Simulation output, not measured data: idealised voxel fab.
Title: Process Module voxel transistor to metal
Displayed cross-section: cut, width of 210 nm, square cells sized 5 nm.
In this document a cross-section is written as a grid of square cells. It is given as a series of bands, listed from the top down, and a band is one or more rows of cells.
Top, bottom (nm), then materials left to right with widths (nm); lone material tagged "all across" fills the whole band edge to edge; "empty" = empty space.
Beneath 0, the wafer as received is one material, and that level is where height counting begins. The lowest band goes on downward without a bottom; it is written like "z 0 and below".
A two-number width, for instance "30->40", indicates that the width is equal to the first number in the top row of the band and to the second number in the bottom row, and that it changes by a constant amount per row of cells.
The designation "nothing got changed", where it is given for a processing step, indicates that no cell of the cross-section was altered in the course of that step.
The label "Closed internal voids" introduces a list of the empty spaces, 8 cells or larger, that have no open way up to the top; each entry in it reads width x height at distance, where the distance is taken from the left edge and all three are stated in nm.
The remark found on a step's line after its settings is issued by the simulator itself and pertains to that step.
If you see "overlay nm" on a step's line and that step has a mask, it's telling you how far right of where it was planned the mask ended up; a negative number means it went left instead.

Planned step list for the process
1 RECEIVE (material Si)
2 OXIDIZE (depth nm 5)
3 CONFORMAL_DEP (material SiN; thk nm 10)
4 PATTERN (tone cover; mask id ACTIVE; material resist; width nm 95; thk nm 15; overlay nm 0)
5 DIRECTIONAL_ETCH (etch materials SiN; depth nm 10)
6 DIRECTIONAL_ETCH (etch materials SiO2; depth nm 5)
7 DIRECTIONAL_ETCH (etch materials Si; depth nm 35)
8 STRIP (etch materials resist)
9 OXIDIZE (depth nm 5)
10 FILL_DEP (material SiO2; thk nm 5)
11 CMP (height nm 10)
12 SELECTIVE_ETCH (etch materials SiO2; depth nm 10)
13 STRIP (etch materials SiN)
14 SELECTIVE_ETCH (etch materials SiO2; depth nm 5)
15 OXIDIZE (depth nm 5)
16 DIRECTIONAL_DEP (material polySi; thk nm 25)
17 DIRECTIONAL_DEP (material SiCN; thk nm 10)
18 MASKED_ETCH (tone cover; mask id GATE; width nm 15; etch materials SiCN; depth nm 20; overlay nm 0)
19 MASKED_ETCH (tone cover; mask id GATE; width nm 15; etch materials polySi; depth nm 35; overlay nm 0)
20 CONFORMAL_DEP (material SiN; thk nm 10)
21 DIRECTIONAL_ETCH (etch materials SiN; depth nm 10)
22 DIRECTIONAL_ETCH (etch materials SiO2; depth nm 5)
23 DIRECTIONAL_ETCH (etch materials Si; depth nm 10)
24 EPI (material nSi; thk nm 15)
25 FILL_DEP (material SiO2; thk nm 5)
26 CMP (height nm 30)
27 DIRECTIONAL_DEP (material SiO2; thk nm 15)
28 MASKED_ETCH (tone open; mask id CONTACT; width nm 15; pitch nm 60; etch materials SiO2; depth nm 50; overlay nm 0)
29 CONFORMAL_DEP (material TiN; thk nm 5)
30 FILL_DEP (material W; thk nm 10)
31 CMP (height nm 45)
32 DIRECTIONAL_DEP (material TiN; thk nm 5)
33 DIRECTIONAL_DEP (material W; thk nm 25)
34 PATTERN (tone cover; mask id METAL_1; material resist; width nm 15; pitch nm 60; thk nm 15; overlay nm 0)
35 DIRECTIONAL_ETCH (etch materials W; depth nm 25)
36 DIRECTIONAL_ETCH (etch materials TiN; depth nm 5)
37 STRIP (etch materials resist)
38 FILL_DEP (material lowk; thk nm 10)
39 CMP (height nm 75)
40 CONFORMAL_DEP (material SiN; thk nm 5)

The first of a set of two wafers, run to plan

Cross-section of the wafer upon arrival, representing the state reached after step 1
> z 0 and below = Si all across
> Closed internal voids: none

Step 2 done - wafer cross-section
> z 0 to -5 = SiO2 all across
> Beneath the level -5, the cross-section is identical to its previous state.

Step 3 done - wafer cross-section
> z 10 to 0 = SiN all across
> Beneath the level 0, the cross-section is identical to its previous state.

Step 4 done - wafer cross-section
> z 25 to 10 = 55 empty, 95 resist, 60 empty
> Beneath the level 10, the cross-section is identical to its previous state.

Step 5 done - wafer cross-section
> z 25 to 10 = 55 empty, 95 resist, 60 empty
> z 10 to 0 = 55 empty, 95 SiN, 60 empty
> Beneath the level 0, the cross-section is identical to its previous state.

Step 6 done - wafer cross-section
> z 25 to 10 = 55 empty, 95 resist, 60 empty
> z 10 to 0 = 55 empty, 95 SiN, 60 empty
> z 0 to -5 = 55 empty, 95 SiO2, 60 empty
> Beneath the level -5, the cross-section is identical to its previous state.

Step 7 done - wafer cross-section
> z 25 to 10 = 55 empty, 95 resist, 60 empty
> z 10 to 0 = 55 empty, 95 SiN, 60 empty
> z 0 to -5 = 55 empty, 95 SiO2, 60 empty
> z -5 to -40 = 55 empty, 95 Si, 60 empty
> Beneath the level -40, the cross-section is identical to its previous state.

Step 8 done - wafer cross-section
> z 10 to 0 = 55 empty, 95 SiN, 60 empty
> Beneath the level 0, the cross-section is identical to its previous state.

Step 9 done - wafer cross-section
> z 10 to 0 = 55 empty, 95 SiN, 60 empty
> z 0 to -5 = 55 empty, 95 SiO2, 60 empty
> z -5 to -40 = 55 empty, 5 SiO2, 85 Si, 5 SiO2, 60 empty
> z -40 to -45 = 60 SiO2, 85 Si, 65 SiO2
> Beneath the level -45, the cross-section is identical to its previous state.

Step 10 done - wafer cross-section
> z 15 to 10 = SiO2 all across
> z 10 to 0 = 55 SiO2, 95 SiN, 60 SiO2
> z 0 to -5 = SiO2 all across
> z -5 to -45 = 60 SiO2, 85 Si, 65 SiO2
> Beneath the level -45, the cross-section is identical to its previous state.

Step 11 done - wafer cross-section
> z 10 to 0 = 55 SiO2, 95 SiN, 60 SiO2
> Beneath the level 0, the cross-section is identical to its previous state.

Step 12 done - wafer cross-section
> z 10 to 0 = 55 empty, 95 SiN, 60 empty
> Beneath the level 0, the cross-section is identical to its previous state.

Step 13 done - wafer cross-section
> z 0 to -5 = SiO2 all across
> Beneath the level -5, the cross-section is identical to its previous state.

Step 14 done - wafer cross-section
> z -5 to -45 = 60 SiO2, 85 Si, 65 SiO2
> Beneath the level -45, the cross-section is identical to its previous state.

Step 15 done - wafer cross-section
> z -5 to -10 = SiO2 all across
> Beneath the level -10, the cross-section is identical to its previous state.

Step 16 done - wafer cross-section
> z 20 to -5 = polySi all across
> Beneath the level -5, the cross-section is identical to its previous state.

Step 17 done - wafer cross-section
> z 30 to 20 = SiCN all across
> Beneath the level 20, the cross-section is identical to its previous state.

Step 18 done - wafer cross-section
> z 30 to 20 = 95 empty, 15 SiCN, 100 empty
> Beneath the level 20, the cross-section is identical to its previous state.

Step 19 done - wafer cross-section
> z 30 to 20 = 95 empty, 15 SiCN, 100 empty
> z 20 to -5 = 95 empty, 15 polySi, 100 empty
> Beneath the level -5, the cross-section is identical to its previous state.

Step 20 done - wafer cross-section
> z 40 to 30 = 85 empty, 35 SiN, 90 empty
> z 30 to 20 = 85 empty, 10 SiN, 15 SiCN, 10 SiN, 90 empty
> z 20 to 5 = 85 empty, 10 SiN, 15 polySi, 10 SiN, 90 empty
> z 5 to -5 = 95 SiN, 15 polySi, 100 SiN
> Beneath the level -5, the cross-section is identical to its previous state.

Step 21 done - wafer cross-section
> z 30 to 20 = 85 empty, 10 SiN, 15 SiCN, 10 SiN, 90 empty
> z 20 to -5 = 85 empty, 10 SiN, 15 polySi, 10 SiN, 90 empty
> Beneath the level -5, the cross-section is identical to its previous state.

Step 22 done - wafer cross-section
> z 30 to 20 = 85 empty, 10 SiN, 15 SiCN, 10 SiN, 90 empty
> z 20 to -5 = 85 empty, 10 SiN, 15 polySi, 10 SiN, 90 empty
> z -5 to -10 = 85 empty, 35 SiO2, 90 empty
> Beneath the level -10, the cross-section is identical to its previous state.

Step 23 done - wafer cross-section
> z 30 to 20 = 85 empty, 10 SiN, 15 SiCN, 10 SiN, 90 empty
> z 20 to -5 = 85 empty, 10 SiN, 15 polySi, 10 SiN, 90 empty
> z -5 to -10 = 85 empty, 35 SiO2, 90 empty
> z -10 to -20 = 60 SiO2, 25 empty, 35 Si, 25 empty, 65 SiO2
> Beneath the level -20, the cross-section is identical to its previous state.

Step 24 done - wafer cross-section
> z 30 to 20 = 85 empty, 10 SiN, 15 SiCN, 10 SiN, 90 empty
> z 20 to 5 = 85 empty, 10 SiN, 15 polySi, 10 SiN, 90 empty
> z 5 to -5 = 70 empty, 15 nSi, 10 SiN, 15 polySi, 10 SiN, 15 nSi, 75 empty
> z -5 to -10 = 55 empty, 30 nSi, 35 SiO2, 30 nSi, 60 empty
> z -10 to -20 = 60 SiO2, 25 nSi, 35 Si, 25 nSi, 65 SiO2
> Beneath the level -20, the cross-section is identical to its previous state.

Step 25 done - wafer cross-section
> z 35 to 30 = SiO2 all across
> z 30 to 20 = 85 SiO2, 10 SiN, 15 SiCN, 10 SiN, 90 SiO2
> z 20 to 5 = 85 SiO2, 10 SiN, 15 polySi, 10 SiN, 90 SiO2
> z 5 to -5 = 70 SiO2, 15 nSi, 10 SiN, 15 polySi, 10 SiN, 15 nSi, 75 SiO2
> z -5 to -10 = 55 SiO2, 30 nSi, 35 SiO2, 30 nSi, 60 SiO2
> Beneath the level -10, the cross-section is identical to its previous state.

Step 26 done - wafer cross-section
> z 30 to 20 = 85 SiO2, 10 SiN, 15 SiCN, 10 SiN, 90 SiO2
> Beneath the level 20, the cross-section is identical to its previous state.

Step 27 done - wafer cross-section
> z 45 to 30 = SiO2 all across
> Beneath the level 30, the cross-section is identical to its previous state.

Step 28 done - wafer cross-section
> z 45 to 30 = 65 SiO2, 15 empty, 45 SiO2, 15 empty, 70 SiO2
> z 30 to 20 = 65 SiO2, 15 empty, 5 SiO2, 10 SiN, 15 SiCN, 10 SiN, 5 SiO2, 15 empty, 70 SiO2
> z 20 to 5 = 65 SiO2, 15 empty, 5 SiO2, 10 SiN, 15 polySi, 10 SiN, 5 SiO2, 15 empty, 70 SiO2
> z 5 to -5 = 65 SiO2, 5 empty, 15 nSi, 10 SiN, 15 polySi, 10 SiN, 15 nSi, 5 empty, 70 SiO2
> Beneath the level -5, the cross-section is identical to its previous state.

Step 29 done - wafer cross-section
> z 50 to 45 = 70 TiN, 5 empty, 55 TiN, 5 empty, 75 TiN
> z 45 to 30 = 65 SiO2, 5 TiN, 5 empty, 5 TiN, 45 SiO2, 5 TiN, 5 empty, 5 TiN, 70 SiO2
> z 30 to 20 = 65 SiO2, 5 TiN, 5 empty, 5 TiN, 5 SiO2, 10 SiN, 15 SiCN, 10 SiN, 5 SiO2, 5 TiN, 5 empty, 5 TiN, 70 SiO2
> z 20 to 10 = 65 SiO2, 5 TiN, 5 empty, 5 TiN, 5 SiO2, 10 SiN, 15 polySi, 10 SiN, 5 SiO2, 5 TiN, 5 empty, 5 TiN, 70 SiO2
> z 10 to 5 = 65 SiO2, 15 TiN, 5 SiO2, 10 SiN, 15 polySi, 10 SiN, 5 SiO2, 15 TiN, 70 SiO2
> z 5 to -5 = 65 SiO2, 5 TiN, 15 nSi, 10 SiN, 15 polySi, 10 SiN, 15 nSi, 5 TiN, 70 SiO2
> Beneath the level -5, the cross-section is identical to its previous state.

Step 30 done - wafer cross-section
> z 60 to 50 = W all across
> z 50 to 45 = 70 TiN, 5 W, 55 TiN, 5 W, 75 TiN
> z 45 to 30 = 65 SiO2, 5 TiN, 5 W, 5 TiN, 45 SiO2, 5 TiN, 5 W, 5 TiN, 70 SiO2
> z 30 to 20 = 65 SiO2, 5 TiN, 5 W, 5 TiN, 5 SiO2, 10 SiN, 15 SiCN, 10 SiN, 5 SiO2, 5 TiN, 5 W, 5 TiN, 70 SiO2
> z 20 to 10 = 65 SiO2, 5 TiN, 5 W, 5 TiN, 5 SiO2, 10 SiN, 15 polySi, 10 SiN, 5 SiO2, 5 TiN, 5 W, 5 TiN, 70 SiO2
> Beneath the level 10, the cross-section is identical to its previous state.

Step 31 done - wafer cross-section
> z 45 to 30 = 65 SiO2, 5 TiN, 5 W, 5 TiN, 45 SiO2, 5 TiN, 5 W, 5 TiN, 70 SiO2
> Beneath the level 30, the cross-section is identical to its previous state.

Step 32 done - wafer cross-section
> z 50 to 45 = TiN all across
> Beneath the level 45, the cross-section is identical to its previous state.

Step 33 done - wafer cross-section
> z 75 to 50 = W all across
> Beneath the level 50, the cross-section is identical to its previous state.

Step 34 done - wafer cross-section
> z 90 to 75 = 65 empty, 15 resist, 45 empty, 15 resist, 70 empty
> Beneath the level 75, the cross-section is identical to its previous state.

Step 35 done - wafer cross-section
> z 90 to 75 = 65 empty, 15 resist, 45 empty, 15 resist, 70 empty
> z 75 to 50 = 65 empty, 15 W, 45 empty, 15 W, 70 empty
> Beneath the level 50, the cross-section is identical to its previous state.

Step 36 done - wafer cross-section
> z 90 to 75 = 65 empty, 15 resist, 45 empty, 15 resist, 70 empty
> z 75 to 50 = 65 empty, 15 W, 45 empty, 15 W, 70 empty
> z 50 to 45 = 65 empty, 15 TiN, 45 empty, 15 TiN, 70 empty
> Beneath the level 45, the cross-section is identical to its previous state.

Step 37 done - wafer cross-section
> z 75 to 50 = 65 empty, 15 W, 45 empty, 15 W, 70 empty
> Beneath the level 50, the cross-section is identical to its previous state.

Step 38 done - wafer cross-section
> z 85 to 75 = lowk all across
> z 75 to 50 = 65 lowk, 15 W, 45 lowk, 15 W, 70 lowk
> z 50 to 45 = 65 lowk, 15 TiN, 45 lowk, 15 TiN, 70 lowk
> Beneath the level 45, the cross-section is identical to its previous state.

Step 39 done - wafer cross-section
> z 75 to 50 = 65 lowk, 15 W, 45 lowk, 15 W, 70 lowk
> Beneath the level 50, the cross-section is identical to its previous state.

Step 40 done - wafer cross-section
> z 80 to 75 = SiN all across
> Beneath the level 75, the cross-section is identical to its previous state.

The second wafer: identical to the first at the outset and in its planned sequence, differing only in that one mistake was made during processing; up to and including step 12, its path is the first wafer's path

What the second wafer looks like in cross-section when step 13 should have wrapped up
> z 10 to 0 = 55 empty, 95 SiN, 60 empty
> z 0 to -5 = 60 empty, 85 SiO2, 65 empty
> Beneath the level -5, the cross-section is identical to its previous state.

What the second wafer looks like in cross-section when step 14 should have wrapped up
> z 0 to -5 = 60 empty, 85 SiO2, 65 empty
> Beneath the level -5, the cross-section is identical to its previous state.

What the second wafer looks like in cross-section when step 15 should have wrapped up: nothing got changed

What the second wafer looks like in cross-section when step 16 should have wrapped up
> z 25 to 20 = 60 empty, 85 polySi, 65 empty
> z 20 to 0 = polySi all across
> z 0 to -5 = 60 polySi, 85 SiO2, 65 polySi
> Beneath the level -5, the cross-section is identical to its previous state.

What the second wafer looks like in cross-section when step 17 should have wrapped up
> z 35 to 30 = 60 empty, 85 SiCN, 65 empty
> z 30 to 25 = SiCN all across
> z 25 to 20 = 60 SiCN, 85 polySi, 65 SiCN
> Beneath the level 20, the cross-section is identical to its previous state.

What the second wafer looks like in cross-section when step 18 should have wrapped up
> z 35 to 25 = 95 empty, 15 SiCN, 100 empty
> z 25 to 20 = 60 empty, 85 polySi, 65 empty
> Beneath the level 20, the cross-section is identical to its previous state.

What the second wafer looks like in cross-section when step 19 should have wrapped up
> z 35 to 25 = 95 empty, 15 SiCN, 100 empty
> z 25 to 0 = 95 empty, 15 polySi, 100 empty
> z 0 to -5 = 60 empty, 85 SiO2, 65 empty
> Beneath the level -5, the cross-section is identical to its previous state.

What the second wafer looks like in cross-section when step 20 should have wrapped up
> z 45 to 35 = 85 empty, 35 SiN, 90 empty
> z 35 to 25 = 85 empty, 10 SiN, 15 SiCN, 10 SiN, 90 empty
> z 25 to 10 = 85 empty, 10 SiN, 15 polySi, 10 SiN, 90 empty
> z 10 to 5 = 50 empty, 45 SiN, 15 polySi, 45 SiN, 55 empty
> z 5 to 0 = 95 SiN, 15 polySi, 100 SiN
> z 0 to -5 = 60 SiN, 85 SiO2, 65 SiN
> Beneath the level -5, the cross-section is identical to its previous state.

What the second wafer looks like in cross-section when step 21 should have wrapped up
> z 35 to 25 = 85 empty, 10 SiN, 15 SiCN, 10 SiN, 90 empty
> z 25 to 0 = 85 empty, 10 SiN, 15 polySi, 10 SiN, 90 empty
> z 0 to -5 = 50 empty, 10 SiN, 85 SiO2, 10 SiN, 55 empty
> Beneath the level -5, the cross-section is identical to its previous state.

What the second wafer looks like in cross-section when step 22 should have wrapped up
> z 35 to 25 = 85 empty, 10 SiN, 15 SiCN, 10 SiN, 90 empty
> z 25 to 0 = 85 empty, 10 SiN, 15 polySi, 10 SiN, 90 empty
> z 0 to -5 = 50 empty, 10 SiN, 25 empty, 35 SiO2, 25 empty, 10 SiN, 55 empty
> z -5 to -10 = 50 empty, 10 SiO2, 85 Si, 10 SiO2, 55 empty
> Beneath the level -10, the cross-section is identical to its previous state.

What the second wafer looks like in cross-section when step 23 should have wrapped up
> z 35 to 25 = 85 empty, 10 SiN, 15 SiCN, 10 SiN, 90 empty
> z 25 to 0 = 85 empty, 10 SiN, 15 polySi, 10 SiN, 90 empty
> z 0 to -5 = 50 empty, 10 SiN, 25 empty, 35 SiO2, 25 empty, 10 SiN, 55 empty
> z -5 to -10 = 50 empty, 10 SiO2, 25 empty, 35 Si, 25 empty, 10 SiO2, 55 empty
> z -10 to -15 = 60 SiO2, 25 empty, 35 Si, 25 empty, 65 SiO2
> Beneath the level -15, the cross-section is identical to its previous state.

What the second wafer looks like in cross-section when step 24 should have wrapped up
> z 35 to 25 = 85 empty, 10 SiN, 15 SiCN, 10 SiN, 90 empty
> z 25 to 10 = 85 empty, 10 SiN, 15 polySi, 10 SiN, 90 empty
> z 10 to 0 = 70 empty, 15 nSi, 10 SiN, 15 polySi, 10 SiN, 15 nSi, 75 empty
> z 0 to -5 = 50 empty, 10 SiN, 25 nSi, 35 SiO2, 25 nSi, 10 SiN, 55 empty
> z -5 to -10 = 50 empty, 10 SiO2, 25 nSi, 35 Si, 25 nSi, 10 SiO2, 55 empty
> z -10 to -15 = 60 SiO2, 25 nSi, 35 Si, 25 nSi, 65 SiO2
> Beneath the level -15, the cross-section is identical to its previous state.

What the second wafer looks like in cross-section when step 25 should have wrapped up
> z 40 to 35 = SiO2 all across
> z 35 to 25 = 85 SiO2, 10 SiN, 15 SiCN, 10 SiN, 90 SiO2
> z 25 to 10 = 85 SiO2, 10 SiN, 15 polySi, 10 SiN, 90 SiO2
> z 10 to 0 = 70 SiO2, 15 nSi, 10 SiN, 15 polySi, 10 SiN, 15 nSi, 75 SiO2
> z 0 to -5 = 50 SiO2, 10 SiN, 25 nSi, 35 SiO2, 25 nSi, 10 SiN, 55 SiO2
> z -5 to -15 = 60 SiO2, 25 nSi, 35 Si, 25 nSi, 65 SiO2
> Beneath the level -15, the cross-section is identical to its previous state.

What the second wafer looks like in cross-section when step 26 should have wrapped up
> z 30 to 25 = 85 SiO2, 10 SiN, 15 SiCN, 10 SiN, 90 SiO2
> Beneath the level 25, the cross-section is identical to its previous state.

What the second wafer looks like in cross-section when step 27 should have wrapped up
> z 45 to 30 = SiO2 all across
> Beneath the level 30, the cross-section is identical to its previous state.

What the second wafer looks like in cross-section when step 28 should have wrapped up
> z 45 to 30 = 65 SiO2, 15 empty, 45 SiO2, 15 empty, 70 SiO2
> z 30 to 25 = 65 SiO2, 15 empty, 5 SiO2, 10 SiN, 15 SiCN, 10 SiN, 5 SiO2, 15 empty, 70 SiO2
> z 25 to 10 = 65 SiO2, 15 empty, 5 SiO2, 10 SiN, 15 polySi, 10 SiN, 5 SiO2, 15 empty, 70 SiO2
> z 10 to 0 = 65 SiO2, 5 empty, 15 nSi, 10 SiN, 15 polySi, 10 SiN, 15 nSi, 5 empty, 70 SiO2
> Beneath the level 0, the cross-section is identical to its previous state.

What the second wafer looks like in cross-section when step 29 should have wrapped up
> z 50 to 45 = 70 TiN, 5 empty, 55 TiN, 5 empty, 75 TiN
> z 45 to 30 = 65 SiO2, 5 TiN, 5 empty, 5 TiN, 45 SiO2, 5 TiN, 5 empty, 5 TiN, 70 SiO2
> z 30 to 25 = 65 SiO2, 5 TiN, 5 empty, 5 TiN, 5 SiO2, 10 SiN, 15 SiCN, 10 SiN, 5 SiO2, 5 TiN, 5 empty, 5 TiN, 70 SiO2
> z 25 to 15 = 65 SiO2, 5 TiN, 5 empty, 5 TiN, 5 SiO2, 10 SiN, 15 polySi, 10 SiN, 5 SiO2, 5 TiN, 5 empty, 5 TiN, 70 SiO2
> z 15 to 10 = 65 SiO2, 15 TiN, 5 SiO2, 10 SiN, 15 polySi, 10 SiN, 5 SiO2, 15 TiN, 70 SiO2
> z 10 to 0 = 65 SiO2, 5 TiN, 15 nSi, 10 SiN, 15 polySi, 10 SiN, 15 nSi, 5 TiN, 70 SiO2
> Beneath the level 0, the cross-section is identical to its previous state.

What the second wafer looks like in cross-section when step 30 should have wrapped up
> z 60 to 50 = W all across
> z 50 to 45 = 70 TiN, 5 W, 55 TiN, 5 W, 75 TiN
> z 45 to 30 = 65 SiO2, 5 TiN, 5 W, 5 TiN, 45 SiO2, 5 TiN, 5 W, 5 TiN, 70 SiO2
> z 30 to 25 = 65 SiO2, 5 TiN, 5 W, 5 TiN, 5 SiO2, 10 SiN, 15 SiCN, 10 SiN, 5 SiO2, 5 TiN, 5 W, 5 TiN, 70 SiO2
> z 25 to 15 = 65 SiO2, 5 TiN, 5 W, 5 TiN, 5 SiO2, 10 SiN, 15 polySi, 10 SiN, 5 SiO2, 5 TiN, 5 W, 5 TiN, 70 SiO2
> Beneath the level 15, the cross-section is identical to its previous state.

What the second wafer looks like in cross-section when step 31 should have wrapped up
> z 45 to 30 = 65 SiO2, 5 TiN, 5 W, 5 TiN, 45 SiO2, 5 TiN, 5 W, 5 TiN, 70 SiO2
> Beneath the level 30, the cross-section is identical to its previous state.

What the second wafer looks like in cross-section when step 32 should have wrapped up
> z 50 to 45 = TiN all across
> Beneath the level 45, the cross-section is identical to its previous state.

What the second wafer looks like in cross-section when step 33 should have wrapped up
> z 75 to 50 = W all across
> Beneath the level 50, the cross-section is identical to its previous state.

What the second wafer looks like in cross-section when step 34 should have wrapped up
> z 90 to 75 = 65 empty, 15 resist, 45 empty, 15 resist, 70 empty
> Beneath the level 75, the cross-section is identical to its previous state.

What the second wafer looks like in cross-section when step 35 should have wrapped up
> z 90 to 75 = 65 empty, 15 resist, 45 empty, 15 resist, 70 empty
> z 75 to 50 = 65 empty, 15 W, 45 empty, 15 W, 70 empty
> Beneath the level 50, the cross-section is identical to its previous state.

What the second wafer looks like in cross-section when step 36 should have wrapped up
> z 90 to 75 = 65 empty, 15 resist, 45 empty, 15 resist, 70 empty
> z 75 to 50 = 65 empty, 15 W, 45 empty, 15 W, 70 empty
> z 50 to 45 = 65 empty, 15 TiN, 45 empty, 15 TiN, 70 empty
> Beneath the level 45, the cross-section is identical to its previous state.

What the second wafer looks like in cross-section when step 37 should have wrapped up
> z 75 to 50 = 65 empty, 15 W, 45 empty, 15 W, 70 empty
> Beneath the level 50, the cross-section is identical to its previous state.

What the second wafer looks like in cross-section when step 38 should have wrapped up
> z 85 to 75 = lowk all across
> z 75 to 50 = 65 lowk, 15 W, 45 lowk, 15 W, 70 lowk
> z 50 to 45 = 65 lowk, 15 TiN, 45 lowk, 15 TiN, 70 lowk
> Beneath the level 45, the cross-section is identical to its previous state.

What the second wafer looks like in cross-section when step 39 should have wrapped up
> z 75 to 50 = 65 lowk, 15 W, 45 lowk, 15 W, 70 lowk
> Beneath the level 50, the cross-section is identical to its previous state.

What the second wafer looks like in cross-section when step 40 should have wrapped up
> z 80 to 75 = SiN all across
> Beneath the level 75, the cross-section is identical to its previous state.
It is concluded that the wafer was processed incorrectly with respect to the plan, in that steps 13 and 14 traded places in the executed sequence
The closing comparison, in cells, has the second wafer with more or fewer of some materials than the first: Si: 17 more; SiCN: 3 fewer; SiO2: 6 fewer; TiN: 4 fewer; W: 2 fewer; nSi: 2 fewer
